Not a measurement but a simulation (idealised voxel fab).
The process module presented herein is designated voxel wiring stack.
Cross-section cut: width 165 nm, square cells of 5 nm.
A cross-section in this document is a grid of square cells, and it is written down as bands, the top band listed before the ones below it; a band is made up of one or more rows of cells. For a band, the entry starts with two heights in nm, that of the top and then that of the bottom, and carries on with the band's materials in order from left to right, each alongside its width in nm; the word "all across" beside a single material means it fills the band edge to edge, and "air" means empty space. All heights in this document are referenced to 0, defined as the level beneath which the wafer, as received, consists entirely of one material. The lowest band is not bounded below; it extends indefinitely downward and is written in the form "0 down". Graded width ("30 to 40"): value in top row of band = first number; value in bottom row = second number; row-to-row change constant. Key: "nothing altered" - step with no changed cell in the cross-section. For the entry "Closed cavities", the listed items are empty spaces with no open way to the top whose size is 8 cells or more; each item follows the pattern width x height at distance, where distance is from the left edge and all three are in nm. after a step's settings: what the simulator itself notes on the step. overlay nm: how far to the right of its planned place the mask lay on this masked step (negative: to the left). For the reader: what remains of this document is a series of pairs, each showing a cross-section before one process step and a cross-section after that step which reaches down only to the lowest band that changed, with the step between them and its settings set out under the pair. It should not be assumed that a pair continues from the pair above it; the pairs can come from different runs of this module on the same starting wafer, and such continuity exists only where the entry headed "State on entry" says so.
**State on entry**
35 to 20 = 45 air; 25 Ru; 25 air; 25 Ru; 45 air
20 to 15 = 40 air; 30 TiN; 20 air; 30 TiN; 45 air
15 to 0 = SiO2 all across
0 down = Si all across
Closed cavities: none
**Resultant Cross-Section**
40 to 35 = 40 air; 35 SiCN; 15 air; 35 SiCN; 40 air
35 to 25 = 40 air; 5 SiCN; 25 Ru; 5 SiCN; 15 air; 5 SiCN; 25 Ru; 5 SiCN; 40 air
25 to 20 = 35 air; 10 SiCN; 25 Ru; 5 SiCN; 10 air; 10 SiCN; 25 Ru; 5 SiCN; 40 air
20 to 15 = 40 SiCN; 30 TiN; 20 SiCN; 30 TiN; 45 SiCN
Anything lower than 15 is untouched.
Closed cavities: none
Between the two cross-sections you see above, the step is CONFORMAL_DEP, material SiCN, thk nm 5
State on entry: check the pair just above; its after cross-section is our before state.
**Resultant Cross-Section**
50 to 40 = SiO2 all across
40 to 35 = 40 SiO2; 35 SiCN; 15 SiO2; 35 SiCN; 40 SiO2
35 to 25 = 40 SiO2; 5 SiCN; 25 Ru; 5 SiCN; 15 SiO2; 5 SiCN; 25 Ru; 5 SiCN; 40 SiO2
25 to 20 = 35 SiO2; 10 SiCN; 25 Ru; 5 SiCN; 10 SiO2; 10 SiCN; 25 Ru; 5 SiCN; 40 SiO2
Anything lower than 20 is untouched.
Closed cavities: none
Between the two cross-sections you see above, the step is FILL_DEP, material SiO2, thk nm 10
State on entry: check the pair just above; its after cross-section is our before state.
**Resultant Cross-Section**
35 to 25 = 40 SiO2; 5 SiCN; 25 Ru; 5 SiCN; 15 SiO2; 5 SiCN; 25 Ru; 5 SiCN; 40 SiO2
Anything lower than 25 is untouched.
Closed cavities: none
Between the two cross-sections you see above, the step is CMP, height nm 35
State on entry: check the pair just above; its after cross-section is our before state.
**Resultant Cross-Section**
40 to 35 = SiCN all across
Anything lower than 35 is untouched.
Closed cavities: none
Between the two cross-sections you see above, the step is CONFORMAL_DEP, material SiCN, thk nm 5
State on entry: check the pair just above; its after cross-section is our before state.
**Resultant Cross-Section**
70 to 40 = SiO2 all across
Anything lower than 40 is untouched.
Closed cavities: none
Between the two cross-sections you see above, the step is DIRECTIONAL_DEP, material SiO2, thk nm 30
State on entry: check the pair just above; its after cross-section is our before state.
**Resultant Cross-Section**
70 to 55 = 45 SiO2; 25 air; 25 SiO2; 25 air; 45 SiO2
Anything lower than 55 is untouched.
Closed cavities: none
Between the two cross-sections you see above, the step is MASKED_ETCH, tone open, mask id METAL_2, width nm 25, pitch nm 50, etch materials SiO2, depth nm 15, overlay nm 0
State on entry: check the pair just above; its after cross-section is our before state.
**Resultant Cross-Section**
70 to 55 = 45 SiO2; 25 air; 25 SiO2; 25 air; 45 SiO2
55 to 40 = 45 SiO2; 15 air; 105 SiO2
Anything lower than 40 is untouched.
Closed cavities: none
Between the two cross-sections you see above, the step is MASKED_ETCH, tone open, mask id METAL_2_HOLES, width nm 15, etch materials SiO2, depth nm 15, overlay nm 0
State on entry: check the pair just above; its after cross-section is our before state.
**Resultant Cross-Section**
70 to 55 = 45 SiO2; 25 air; 25 SiO2; 25 air; 45 SiO2
55 to 40 = 45 SiO2; 15 air; 105 SiO2
40 to 35 = 45 SiCN; 15 air; 105 SiCN
Anything lower than 35 is untouched.
Closed cavities: none
Between the two cross-sections you see above, the step is MASKED_ETCH, tone open, mask id METAL_2_HOLES, width nm 15, etch materials SiCN, depth nm 5, overlay nm 0
State on entry: check the pair just above; its after cross-section is our before state.
**Resultant Cross-Section**
75 to 70 = 50 TiN; 15 air; 35 TiN; 15 air; 50 TiN
70 to 60 = 45 SiO2; 5 TiN; 15 air; 5 TiN; 25 SiO2; 5 TiN; 15 air; 5 TiN; 45 SiO2
60 to 55 = 45 SiO2; 5 TiN; 5 air; 15 TiN; 25 SiO2; 25 TiN; 45 SiO2
55 to 40 = 45 SiO2; 5 TiN; 5 air; 5 TiN; 105 SiO2
40 to 35 = 45 SiCN; 15 TiN; 105 SiCN
Anything lower than 35 is untouched.
Closed cavities: none
Between the two cross-sections you see above, the step is CONFORMAL_DEP, material TiN, thk nm 5
State on entry: check the pair just above; its after cross-section is our before state.
**Resultant Cross-Section**
80 to 75 = Cu all across
75 to 70 = 50 TiN; 15 Cu; 35 TiN; 15 Cu; 50 TiN
70 to 60 = 45 SiO2; 5 TiN; 15 Cu; 5 TiN; 25 SiO2; 5 TiN; 15 Cu; 5 TiN; 45 SiO2
60 to 55 = 45 SiO2; 5 TiN; 5 Cu; 15 TiN; 25 SiO2; 25 TiN; 45 SiO2
55 to 40 = 45 SiO2; 5 TiN; 5 Cu; 5 TiN; 105 SiO2
Anything lower than 40 is untouched.
Closed cavities: none
Between the two cross-sections you see above, the step is FILL_DEP, material Cu, thk nm 5
State on entry: check the pair just above; its after cross-section is our before state.
**Resultant Cross-Section**
70 to 60 = 45 SiO2; 5 TiN; 15 Cu; 5 TiN; 25 SiO2; 5 TiN; 15 Cu; 5 TiN; 45 SiO2
Anything lower than 60 is untouched.
Closed cavities: none
Between the two cross-sections you see above, the step is CMP, height nm 70
State on entry: check the pair just above; its after cross-section is our before state.
**Resultant Cross-Section**
75 to 70 = SiCN all across
Anything lower than 70 is untouched.
Closed cavities: none
Between the two cross-sections you see above, the step is CONFORMAL_DEP, material SiCN, thk nm 5
**State on entry**
75 to 70 = 50 TiN; 15 air; 35 TiN; 15 air; 50 TiN
70 to 60 = 45 SiO2; 5 TiN; 15 air; 5 TiN; 25 SiO2; 5 TiN; 15 air; 5 TiN; 45 SiO2
60 to 55 = 45 SiO2; 5 TiN; 5 air; 15 TiN; 25 SiO2; 25 TiN; 45 SiO2
55 to 40 = 45 SiO2; 5 TiN; 5 air; 5 TiN; 105 SiO2
40 to 35 = 45 SiCN; 15 TiN; 105 SiCN
35 to 20 = 40 SiO2; 5 SiCN; 25 Ru; 5 SiCN; 15 SiO2; 5 SiCN; 25 Ru; 5 SiCN; 40 SiO2
20 to 15 = 45 SiCN; 25 TiN; 25 SiCN; 25 TiN; 45 SiCN
15 to 0 = SiO2 all across
0 down = Si all across
Closed cavities: none
**Resultant Cross-Section**
80 to 75 = SiO2 all across
75 to 70 = 50 TiN; 15 SiO2; 35 TiN; 15 SiO2; 50 TiN
70 to 60 = 45 SiO2; 5 TiN; 15 SiO2; 5 TiN; 25 SiO2; 5 TiN; 15 SiO2; 5 TiN; 45 SiO2
60 to 55 = 45 SiO2; 5 TiN; 5 SiO2; 15 TiN; 25 SiO2; 25 TiN; 45 SiO2
55 to 40 = 45 SiO2; 5 TiN; 5 SiO2; 5 TiN; 105 SiO2
Anything lower than 40 is untouched.
Closed cavities: none
Between the two cross-sections you see above, the step is FILL_DEP, material SiO2, thk nm 5
State on entry: check the pair just above; its after cross-section is our before state.
**Resultant Cross-Section**
70 to 60 = 45 SiO2; 5 TiN; 15 SiO2; 5 TiN; 25 SiO2; 5 TiN; 15 SiO2; 5 TiN; 45 SiO2
Anything lower than 60 is untouched.
Closed cavities: none
Between the two cross-sections you see above, the step is CMP, height nm 70
State on entry: check the pair just above; its after cross-section is our before state.
**Resultant Cross-Section**
75 to 70 = SiCN all across
Anything lower than 70 is untouched.
Closed cavities: none
Between the two cross-sections you see above, the step is CONFORMAL_DEP, material SiCN, thk nm 5
**State on entry**
35 to 20 = Ru all across
20 to 15 = TiN all across
15 to 0 = SiO2 all across
0 down = Si all across
Closed cavities: none
**Resultant Cross-Section**
35 to 20 = 45 Ru; 25 air; 25 Ru; 25 air; 45 Ru
Anything lower than 20 is untouched.
Closed cavities: none
Between the two cross-sections you see above, the step is MASKED_ETCH, tone open, mask id METAL_1, width nm 25, pitch nm 50, etch materials Ru, depth nm 15, overlay nm 0
State on entry: check the pair just above; its after cross-section is our before state.
**Resultant Cross-Section**
40 to 35 = 50 SiCN; 15 air; 35 SiCN; 15 air; 50 SiCN
35 to 25 = 45 Ru; 5 SiCN; 15 air; 5 SiCN; 25 Ru; 5 SiCN; 15 air; 5 SiCN; 45 Ru
25 to 20 = 45 Ru; 25 SiCN; 25 Ru; 25 SiCN; 45 Ru
Anything lower than 20 is untouched.
Closed cavities: none
Between the two cross-sections you see above, the step is CONFORMAL_DEP, material SiCN, thk nm 5
State on entry: check the pair just above; its after cross-section is our before state.
**Resultant Cross-Section**
50 to 40 = SiO2 all across
40 to 35 = 50 SiCN; 15 SiO2; 35 SiCN; 15 SiO2; 50 SiCN
35 to 25 = 45 Ru; 5 SiCN; 15 SiO2; 5 SiCN; 25 Ru; 5 SiCN; 15 SiO2; 5 SiCN; 45 Ru
Anything lower than 25 is untouched.
Closed cavities: none
Between the two cross-sections you see above, the step is FILL_DEP, material SiO2, thk nm 10
State on entry: check the pair just above; its after cross-section is our before state.
**Resultant Cross-Section**
35 to 25 = 45 Ru; 5 SiCN; 15 SiO2; 5 SiCN; 25 Ru; 5 SiCN; 15 SiO2; 5 SiCN; 45 Ru
Anything lower than 25 is untouched.
Closed cavities: none
Between the two cross-sections you see above, the step is CMP, height nm 35
State on entry: check the pair just above; its after cross-section is our before state.
**Resultant Cross-Section**
40 to 35 = SiCN all across
Anything lower than 35 is untouched.
Closed cavities: none
Between the two cross-sections you see above, the step is CONFORMAL_DEP, material SiCN, thk nm 5
State on entry: check the pair just above; its after cross-section is our before state.
**Resultant Cross-Section**
70 to 40 = SiO2 all across
Anything lower than 40 is untouched.
Closed cavities: none
Between the two cross-sections you see above, the step is DIRECTIONAL_DEP, material SiO2, thk nm 30
State on entry: check the pair just above; its after cross-section is our before state.
**Resultant Cross-Section**
70 to 55 = 45 SiO2; 25 air; 25 SiO2; 25 air; 45 SiO2
Anything lower than 55 is untouched.
Closed cavities: none
Between the two cross-sections you see above, the step is MASKED_ETCH, tone open, mask id METAL_2, width nm 25, pitch nm 50, etch materials SiO2, depth nm 15, overlay nm 0
State on entry: check the pair just above; its after cross-section is our before state.
**Resultant Cross-Section**
70 to 55 = 45 SiO2; 25 air; 25 SiO2; 25 air; 45 SiO2
55 to 40 = 45 SiO2; 15 air; 105 SiO2
Anything lower than 40 is untouched.
Closed cavities: none
Between the two cross-sections you see above, the step is MASKED_ETCH, tone open, mask id METAL_2_HOLES, width nm 15, etch materials SiO2, depth nm 15, overlay nm 0
State on entry: check the pair just above; its after cross-section is our before state.
**Resultant Cross-Section**
70 to 55 = 45 SiO2; 25 air; 25 SiO2; 25 air; 45 SiO2
55 to 40 = 45 SiO2; 15 air; 105 SiO2
40 to 35 = 45 SiCN; 15 air; 105 SiCN
Anything lower than 35 is untouched.
Closed cavities: none
Between the two cross-sections you see above, the step is MASKED_ETCH, tone open, mask id METAL_2_HOLES, width nm 15, etch materials SiCN, depth nm 5, overlay nm 0
State on entry: check the pair just above; its after cross-section is our before state.
**Resultant Cross-Section**
75 to 70 = 50 TiN; 15 air; 35 TiN; 15 air; 50 TiN
70 to 60 = 45 SiO2; 5 TiN; 15 air; 5 TiN; 25 SiO2; 5 TiN; 15 air; 5 TiN; 45 SiO2
60 to 55 = 45 SiO2; 5 TiN; 5 air; 15 TiN; 25 SiO2; 25 TiN; 45 SiO2
55 to 40 = 45 SiO2; 5 TiN; 5 air; 5 TiN; 105 SiO2
40 to 35 = 45 SiCN; 15 TiN; 105 SiCN
Anything lower than 35 is untouched.
Closed cavities: none
Between the two cross-sections you see above, the step is CONFORMAL_DEP, material TiN, thk nm 5
State on entry: check the pair just above; its after cross-section is our before state.
**Resultant Cross-Section**
80 to 75 = Cu all across
75 to 70 = 50 TiN; 15 Cu; 35 TiN; 15 Cu; 50 TiN
70 to 60 = 45 SiO2; 5 TiN; 15 Cu; 5 TiN; 25 SiO2; 5 TiN; 15 Cu; 5 TiN; 45 SiO2
60 to 55 = 45 SiO2; 5 TiN; 5 Cu; 15 TiN; 25 SiO2; 25 TiN; 45 SiO2
55 to 40 = 45 SiO2; 5 TiN; 5 Cu; 5 TiN; 105 SiO2
Anything lower than 40 is untouched.
Closed cavities: none
Between the two cross-sections you see above, the step is FILL_DEP, material Cu, thk nm 5
State on entry: check the pair just above; its after cross-section is our before state.
**Resultant Cross-Section**
70 to 60 = 45 SiO2; 5 TiN; 15 Cu; 5 TiN; 25 SiO2; 5 TiN; 15 Cu; 5 TiN; 45 SiO2
Anything lower than 60 is untouched.
Closed cavities: none
Between the two cross-sections you see above, the step is CMP, height nm 70
State on entry: check the pair just above; its after cross-section is our before state.
**Resultant Cross-Section**
75 to 70 = SiCN all across
Anything lower than 70 is untouched.
Closed cavities: none
Between the two cross-sections you see above, the step is CONFORMAL_DEP, material SiCN, thk nm 5
